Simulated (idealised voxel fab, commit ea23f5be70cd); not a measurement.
A process module follows: voxel fin reveal.
Cross-section cut spans 175 nm and uses square cells 5 nm in size.
Cross-section spec: square-cell grid; bands listed top down; each band is one or more rows. Top height, bottom height, nm. Materials left to right, width each, nm. Single material + "full width" = fills band edge to edge. "air" = empty. The level at which height equals 0 is the one under which the wafer, as it arrives, is entirely one material. No lower edge exists for the bottom band, which continues downward and is notated as in "top 0, no bottom". Top row gets the first number, bottom row gets the second, and each row in between changes by the same step: that is how a band width like "30..40" works. Where the words "left unchanged" appear for a step, the cross-section shows no cell changed by that step; every cell remained as before. Empty spaces without an open route to the top, at least 8 cells in extent, make up the entry "Closed empty spaces"; each is given as width x height at distance, where the distance is measured from the left edge, and all are in nm. Step line, after settings: the simulator's comment on this step. The optional step-line setting "overlay nm" applies to steps with a mask and quantifies how far to the right of its planned location the mask lay, a negative value indicating leftward placement.
Planned step list for the process:
1: RECEIVE with material Si
2: CONFORMAL_DEP with material SiN, thk nm 10
3: MASKED_ETCH with tone cover, mask id FINS, width nm 15, pitch nm 35, etch materials SiN, depth nm 10, overlay nm 0
4: MASKED_ETCH with tone cover, mask id FINS, width nm 15, pitch nm 35, etch materials Si, depth nm 35, overlay nm -15
5: OXIDIZE with depth nm 5
6: FILL_DEP with material SiO2, thk nm 15
7: CMP with height nm 10
8: SELECTIVE_ETCH with etch materials SiO2, depth nm 30
9: STRIP with etch materials SiN
Same starting wafers, different overlay nm at step 4. Plan value belongs to the first wafer.
Step 1 complete: as-received cross-section of the first of several wafers:
* top 0, no bottom  Si full width
* Closed empty spaces: none
The first of several wafers, seen in cross-section after the module's last step, step 9:
* top 0, bottom -5  air: 65  Si: 5  air: 30  Si: 5  air: 70
* top -5, bottom -20  air: 50  Si: 20  air: 15  Si: 20  air: 70
* top -20, bottom -40  SiO2: 50  Si: 20  SiO2: 15  Si: 20  SiO2: 70
* top -40, no bottom  Si full width
* Closed empty spaces: none
Showing the last wafer in cross-section at the end of the module:
* top 0, bottom -5  air: 65  Si: 5  air: 30  Si: 5  air: 70
* top -5, bottom -20  air: 65  Si: 20  air: 15  Si: 20  air: 55
* top -20, bottom -40  SiO2: 65  Si: 20  SiO2: 15  Si: 20  SiO2: 55
* top -40, no bottom  Si full width
* Closed empty spaces: none
Per wafer, end of module: cells gained (+) or lost (-) per material since receipt, then closed voids:
overlay nm -15; -222 Si; +108 SiO2; Closed empty spaces: none
overlay nm -10; -236 Si; +116 SiO2; Closed empty spaces: none
overlay nm -5; -250 Si; +124 SiO2; Closed empty spaces: none
overlay nm 0; -264 Si; +132 SiO2; Closed empty spaces: none
overlay nm 5; -250 Si; +124 SiO2; Closed empty spaces: none
overlay nm 10; -236 Si; +116 SiO2; Closed empty spaces: none
overlay nm 15; -222 Si; +108 SiO2; Closed empty spaces: none
